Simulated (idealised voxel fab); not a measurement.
Presented below is a process module, voxel trench capacitor.
Pictured: cross-section cut, 245 nm wide, on a grid of 5 nm square cells.
In what follows, cross-sections appear as grids of square cells, described through bands that run from the top down, where every band is one or more rows of cells. Quick guide to a band line: top height, bottom height (nm) up front; then every material left to right with its width in nm. Only one material and it's marked "edge to edge"? Then it fills the band edge to edge. And "air" just means empty space. Heights from 0 (as-received wafer is one material below). Bottom band endless downward, as "0 and below". It should be noted that a width expressed as "30->40" varies in equal increments from row to row of cells within the band, taking the value of the first number at the top row and that of the second number at the bottom row. "no modifications" means the step left every cell of the cross-section as it was. The label "Trapped voids" introduces a list of the empty spaces, 8 cells or larger, that have no open way up to the top; each entry in it reads width x height at distance, where the distance is taken from the left edge and all three are stated in nm. Text after the settings on a step's line: the simulator's own remark on that step. You can add "overlay nm" to a step's line. For a step with a mask, it describes how far the mask lay to the right of its planned position, and a negative number describes a lay to the left.

So here's the lineup of process steps we planned
| 1 | RECEIVE [material Si] |
| 2 | CONFORMAL_DEP [material SiN] [thk nm 5] |
| 3 | PATTERN [tone open] [mask id TRENCH] [material resist] [width nm 25] [pitch nm 50] [thk nm 15] [overlay nm 0] |
| 4 | DIRECTIONAL_ETCH [etch materials SiN] [depth nm 5] |
| 5 | DIRECTIONAL_ETCH [etch materials Si] [depth nm 40] |
| 6 | STRIP [etch materials resist] |
| 7 | CONFORMAL_DEP [material Al2O3] [thk nm 5] |
| 8 | CONFORMAL_DEP [material TiN] [thk nm 5] |
| 9 | FILL_DEP [material W] [thk nm 10] |
| 10 | CMP [height nm 5] |

So this is the incoming wafer in cross-section - it's already been through step 1
    0 and below  Si edge to edge
    Trapped voids: none

Module complete - cross-section of the first of two wafers, run according to plan
    5 down to 0  SiN 85 | Al2O3 5 | TiN 5 | W 5 | TiN 5 | Al2O3 5 | SiN 25 | Al2O3 5 | TiN 5 | W 5 | TiN 5 | Al2O3 5 | SiN 85
    0 down to -30  Si 85 | Al2O3 5 | TiN 5 | W 5 | TiN 5 | Al2O3 5 | Si 25 | Al2O3 5 | TiN 5 | W 5 | TiN 5 | Al2O3 5 | Si 85
    -30 down to -35  Si 85 | Al2O3 5 | TiN 15 | Al2O3 5 | Si 25 | Al2O3 5 | TiN 15 | Al2O3 5 | Si 85
    -35 down to -40  Si 85 | Al2O3 25 | Si 25 | Al2O3 25 | Si 85
    -40 and below  Si edge to edge
    Trapped voids: none

What the second wafer looks like in cross-section once the module is done. Its start and its plan matched the first wafer's exactly; what differed was one mistake in how it was run
    5 down to 0  SiN 85 | Al2O3 25 | SiN 25 | Al2O3 25 | SiN 85
    0 down to -40  Si 85 | Al2O3 25 | Si 25 | Al2O3 25 | Si 85
    -40 and below  Si edge to edge
    Trapped voids: none
Deviation noted in wafer processing: step 7, actual vs plan mismatch, actual run CONFORMAL_DEP [material Al2O3] [thk nm 15]
Counted in cells at the end, the second wafer holds more or fewer of these materials than the first: Al2O3: 48 more; TiN: 34 fewer; W: 14 fewer
